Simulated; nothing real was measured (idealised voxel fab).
This is a process module. Its name is voxel ribs on slabs.
Shown is cross-section cut, with a width of 215 nm and square cells of size 5 nm.
Just so we're on the same page, the cross-sections are grids of square cells, and they're listed out in bands top to bottom, each band one or more rows deep.
Per band: top height and bottom height in nm, followed by the left-to-right materials and their widths in nm; "all across" marks a single material spanning edge to edge, "air" marks empty space.
Ref level 0: as-received wafer is one material below here. Bottom band extends down with no lower bound ("top 0, no bottom").
Graded width ("30 to 40"): value in top row of band = first number; value in bottom row = second number; row-to-row change constant.
"no alterations made" (step): cross-section cells unchanged, all of them.
Basically, "Cavities, sealed" tells you about the enclosed voids: empty spaces with no open way to the top, 8 cells or bigger, each written width x height at distance, where distance is from the left edge, all in nm.
Read whatever lies past the settings on a step's line as the simulator's own remark about the step.
overlay nm: how far to the right of its planned place the mask lay on this masked step (negative: to the left).
[The process steps that were planned are listed below]
1) op RECEIVE | material Si
2) op DIRECTIONAL_DEP | material SiO2 | thk nm 30
3) op DIRECTIONAL_DEP | material polySi | thk nm 25
4) op DIRECTIONAL_DEP | material aC | thk nm 15
5) op PATTERN | tone cover | mask id RIB | material resist | width nm 15 | thk nm 35 | overlay nm 0
6) op DIRECTIONAL_ETCH | etch materials aC | depth nm 15
7) op STRIP | etch materials resist
8) op DIRECTIONAL_ETCH | etch materials polySi | depth nm 20
9) op STRIP | etch materials aC
10) op DIRECTIONAL_DEP | material aC | thk nm 10
11) op PATTERN | tone cover | mask id SLAB | material resist | width nm 55 | thk nm 30 | overlay nm 0
12) op DIRECTIONAL_ETCH | etch materials aC | depth nm 10
13) op STRIP | etch materials resist
14) op DIRECTIONAL_ETCH | etch materials polySi | depth nm 5
15) op STRIP | etch materials aC
16) op FILL_DEP | material SiO2 | thk nm 25
17) op CMP | height nm 60
18) op DIRECTIONAL_DEP | material W | thk nm 5
19) op MASKED_ETCH | tone cover | mask id HEATER | width nm 25 | etch materials W | depth nm 5 | overlay nm 0
20) op CONFORMAL_DEP | material SiN | thk nm 5
For clarity, it should be stated that the wafers under discussion commence in an identical condition and differ with respect to the height nm of step 17, the plan indicating the value that the first wafer had.
[After step 1, as received: first of several wafers, cross-section]
top 0, no bottom | Si all across
Cavities, sealed: none
[At the end of the module, after its last step, step 20, the first of several wafers appears in cross-section as follows]
top 70, bottom 65 | air 90 nm  SiN 35 nm  air 90 nm
top 65, bottom 60 | SiN 95 nm  W 25 nm  SiN 95 nm
top 60, bottom 55 | SiO2 all across
top 55, bottom 35 | SiO2 100 nm  polySi 15 nm  SiO2 100 nm
top 35, bottom 30 | SiO2 80 nm  polySi 55 nm  SiO2 80 nm
top 30, bottom 0 | SiO2 all across
top 0, no bottom | Si all across
Cavities, sealed: none
[The final wafer, sectioned at module end]
top 90, bottom 85 | air 90 nm  SiN 35 nm  air 90 nm
top 85, bottom 80 | SiN 95 nm  W 25 nm  SiN 95 nm
top 80, bottom 55 | SiO2 all across
top 55, bottom 35 | SiO2 100 nm  polySi 15 nm  SiO2 100 nm
top 35, bottom 30 | SiO2 80 nm  polySi 55 nm  SiO2 80 nm
top 30, bottom 0 | SiO2 all across
top 0, no bottom | Si all across
Cavities, sealed: none
[Per wafer (row), end of module: delta in cells per material since receipt, (+) for gained, (-) for lost; closed voids after that]
height nm 60, +45 SiN, +493 SiO2, +5 W, +23 polySi, Cavities, sealed: none
height nm 65, +45 SiN, +536 SiO2, +5 W, +23 polySi, Cavities, sealed: none
height nm 70, +45 SiN, +579 SiO2, +5 W, +23 polySi, Cavities, sealed: none
height nm 75, +45 SiN, +622 SiO2, +5 W, +23 polySi, Cavities, sealed: none
height nm 80, +45 SiN, +665 SiO2, +5 W, +23 polySi, Cavities, sealed: none
